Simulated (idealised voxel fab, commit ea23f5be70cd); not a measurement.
The process module presented herein is designated voxel self aligned contacts.
Each square cell in cross-section cut measures 5 nm, and the section as a whole is 180 nm wide.
Cross-section format: a grid of square cells, given as bands from top to bottom; each band is one or more rows of cells. Band entry format. Leading values: height of top, height of bottom, nm. Remainder: materials in left-to-right order, each with its width in nm. Special words: "edge to edge" on a single material, which then fills the band edge to edge; "blank", empty space. Convention: height 0 is the level below which the wafer, as received, is all one material. The lowest band does not terminate at the bottom but continues downward, represented as "z 0 and below". The notation "30->40" denotes a width that varies across the rows of cells in the band, beginning at the first number in the top row, finishing at the second number in the bottom row, and changing by an identical amount from each row to the next. Where a step carries "everything unchanged", the cross-section came out of it unchanged, cell for cell. The entry titled "Internal closed voids" provides the empty spaces that have no open way to the top, restricted to those of 8 cells or more. Each is presented as width x height at distance, the distance being measured from the left edge, with all three in nm. It should be noted that, on the line of a given step, the content following the step's settings is a remark produced by the simulator itself with respect to that step. overlay nm: mask offset rightward from planned place, masked step; negative means leftward offset.

# plan
step 1: RECEIVE: material Si
step 2: CONFORMAL_DEP: material SiO2, thk nm 5
step 3: DIRECTIONAL_DEP: material polySi, thk nm 20
step 4: DIRECTIONAL_DEP: material SiN, thk nm 20
step 5: MASKED_ETCH: tone cover, mask id GATE, width nm 30, pitch nm 75, etch materials SiN, depth nm 20, overlay nm 0
step 6: MASKED_ETCH: tone cover, mask id GATE, width nm 30, pitch nm 75, etch materials polySi, depth nm 20, overlay nm 0
step 7: CONFORMAL_DEP: material SiN, thk nm 10
step 8: DIRECTIONAL_ETCH: etch materials SiN, depth nm 10
step 9: FILL_DEP: material SiO2, thk nm 10
step 10: CMP: height nm 50
step 11: PATTERN: tone open, mask id CONTACT, material resist, width nm 55, thk nm 20, overlay nm 0
step 12: DIRECTIONAL_ETCH: etch materials SiO2, depth nm 50
step 13: STRIP: etch materials resist
step 14: CONFORMAL_DEP: material TiN, thk nm 5
step 15: FILL_DEP: material Ru, thk nm 5
step 16: CMP: height nm 50
step 17: CONFORMAL_DEP: material SiCN, thk nm 5

# Cross-section of the incoming wafer, state after step 1
> z 0 and below: Si edge to edge
> Internal closed voids: none

# Run as planned - first of the two wafers cross-sectioned at the end of the module
> z 55 to 50: SiCN edge to edge
> z 50 to 45: SiO2: 60 | TiN: 20 | Ru: 15 | TiN: 20 | SiO2: 65
> z 45 to 25: SiO2: 25 | SiN: 50 | TiN: 5 | Ru: 15 | TiN: 5 | SiN: 50 | SiO2: 30
> z 25 to 5: SiO2: 25 | SiN: 10 | polySi: 30 | SiN: 10 | TiN: 5 | Ru: 15 | TiN: 5 | SiN: 10 | polySi: 30 | SiN: 10 | SiO2: 30
> z 5 to 0: SiO2: 75 | TiN: 25 | SiO2: 80
> z 0 and below: Si edge to edge
> Internal closed voids: none

# So this is wafer number two of the two, cut at the end of the module - it started where the first did and had the same plan, we just got one thing wrong running it
> z 55 to 50: SiCN edge to edge
> z 50 to 45: SiO2: 65 | TiN: 15 | Ru: 15 | TiN: 15 | SiO2: 70
> z 45 to 25: SiO2: 25 | SiN: 50 | TiN: 5 | Ru: 15 | TiN: 5 | SiN: 50 | SiO2: 30
> z 25 to 5: SiO2: 25 | SiN: 10 | polySi: 30 | SiN: 10 | TiN: 5 | Ru: 15 | TiN: 5 | SiN: 10 | polySi: 30 | SiN: 10 | SiO2: 30
> z 5 to 0: SiO2: 75 | TiN: 25 | SiO2: 80
> z 0 and below: Si edge to edge
> Internal closed voids: none
The mistake made against the process plan was this: step 11 was run on a setting that differed from the plan, and what really ran there is PATTERN: tone open, mask id CONTACT, material resist, width nm 45, thk nm 20, overlay nm 0
Final wafer comparison in cells, second versus first, more or fewer per material: +2 SiO2 | -2 TiN
